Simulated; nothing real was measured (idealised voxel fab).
process module | voxel self aligned contacts
cross-section cut | 285 nm wide | cells 5 nm
A cross-section is a grid of square cells, given in bands from the top down. A band is one or more rows of cells.
Each band's line starts with the height of the band's top and of its bottom, in nm. Then come its materials from left to right, each with its width in nm. One material with "throughout" fills the band from edge to edge. "air" is empty space.
Height 0 is the level under which the wafer as received is all one material. The lowest band goes on downwards, as in "0 down".
A width such as "30 to 40" changes by the same amount from each row of cells to the next, from the band's top row to its bottom row.
"no change" after a step means that no cell of the cross-section changed.
closed voids: empty space of 8 cells or more with no open way to the top, each as width x height at its distance from the left edge, in nm
after a step's settings: what the simulator itself notes on the step
overlay nm, on a step with a mask: how far to the right of its planned place the mask lay; to the left if negative
plan
1 op RECEIVE | material Si
2 op OXIDIZE | depth nm 5
3 op DIRECTIONAL_DEP | material polySi | thk nm 20
4 op DIRECTIONAL_DEP | material SiN | thk nm 20
5 op DIRECTIONAL_DEP | material aC | thk nm 10
6 op PATTERN | tone cover | mask id GATE | material resist | width nm 25 | pitch nm 55 | thk nm 30 | overlay nm 0
7 op DIRECTIONAL_ETCH | etch materials aC | depth nm 10
8 op STRIP | etch materials resist
9 op DIRECTIONAL_ETCH | etch materials SiN | depth nm 20
10 op DIRECTIONAL_ETCH | etch materials polySi | depth nm 20
11 op STRIP | etch materials aC
12 op CONFORMAL_DEP | material SiN | thk nm 5
13 op DIRECTIONAL_ETCH | etch materials SiN | depth nm 5
14 op FILL_DEP | material SiO2 | thk nm 10
15 op CMP | height nm 35
16 op PATTERN | tone open | mask id CONTACT | material resist | width nm 40 | pitch nm 55 | thk nm 15 | overlay nm 0
17 op DIRECTIONAL_ETCH | etch materials SiO2 | depth nm 50
18 op STRIP | etch materials resist
19 op CONFORMAL_DEP | material TiN | thk nm 5
20 op FILL_DEP | material W | thk nm 5
21 op CMP | height nm 45
22 op CONFORMAL_DEP | material SiCN | thk nm 5
varied across the wafers: height nm of step 15. The plan shows the first wafer's value. All wafers start alike
first wafer as received, after step 1
  0 down: Si throughout
  closed voids: none
first wafer at the end, after step 22
  50 to 45: SiCN throughout
  45 to 40: W throughout
  40 to 35: TiN 110 | W 10 | TiN 45 | W 10 | TiN 110
  35 to 20: SiO2 70 | SiN 35 | TiN 5 | W 10 | TiN 5 | SiN 35 | TiN 5 | W 10 | TiN 5 | SiN 35 | SiO2 70
  20 to 0: SiO2 70 | SiN 5 | polySi 25 | SiN 5 | TiN 5 | W 10 | TiN 5 | SiN 5 | polySi 25 | SiN 5 | TiN 5 | W 10 | TiN 5 | SiN 5 | polySi 25 | SiN 5 | SiO2 70
  0 to -5: SiO2 105 | TiN 20 | SiO2 35 | TiN 20 | SiO2 105
  -5 down: Si throughout
  closed voids: none
last wafer at the end
  50 to 45: SiCN throughout
  45 to 40: SiO2 95 | TiN 15 | W 10 | TiN 15 | SiO2 15 | TiN 15 | W 10 | TiN 15 | SiO2 95
  40 to 20: SiO2 70 | SiN 35 | TiN 5 | W 10 | TiN 5 | SiN 35 | TiN 5 | W 10 | TiN 5 | SiN 35 | SiO2 70
  20 to 5: SiO2 70 | SiN 5 | polySi 25 | SiN 5 | TiN 5 | W 10 | TiN 5 | SiN 5 | polySi 25 | SiN 5 | TiN 5 | W 10 | TiN 5 | SiN 5 | polySi 25 | SiN 5 | SiO2 70
  5 to 0: SiO2 70 | SiN 5 | polySi 25 | SiN 5 | TiN 20 | SiN 5 | polySi 25 | SiN 5 | TiN 20 | SiN 5 | polySi 25 | SiN 5 | SiO2 70
  0 to -5: SiO2 throughout
  -5 down: Si throughout
  closed voids: none
each wafer at the end: cells of each material gained (+) or lost (-) since it was received, then its closed voids
height nm 35 | -57 Si | +57 SiCN | +87 SiN | +245 SiO2 | +89 TiN | +89 W | +60 polySi | closed voids: none
height nm 40 | -57 Si | +57 SiCN | +108 SiN | +273 SiO2 | +93 TiN | +36 W | +60 polySi | closed voids: none
height nm 45 | -57 Si | +57 SiCN | +108 SiN | +314 SiO2 | +52 TiN | +36 W | +60 polySi | closed voids: none
height nm 50 | -57 Si | +57 SiCN | +108 SiN | +322 SiO2 | +48 TiN | +32 W | +60 polySi | closed voids: none
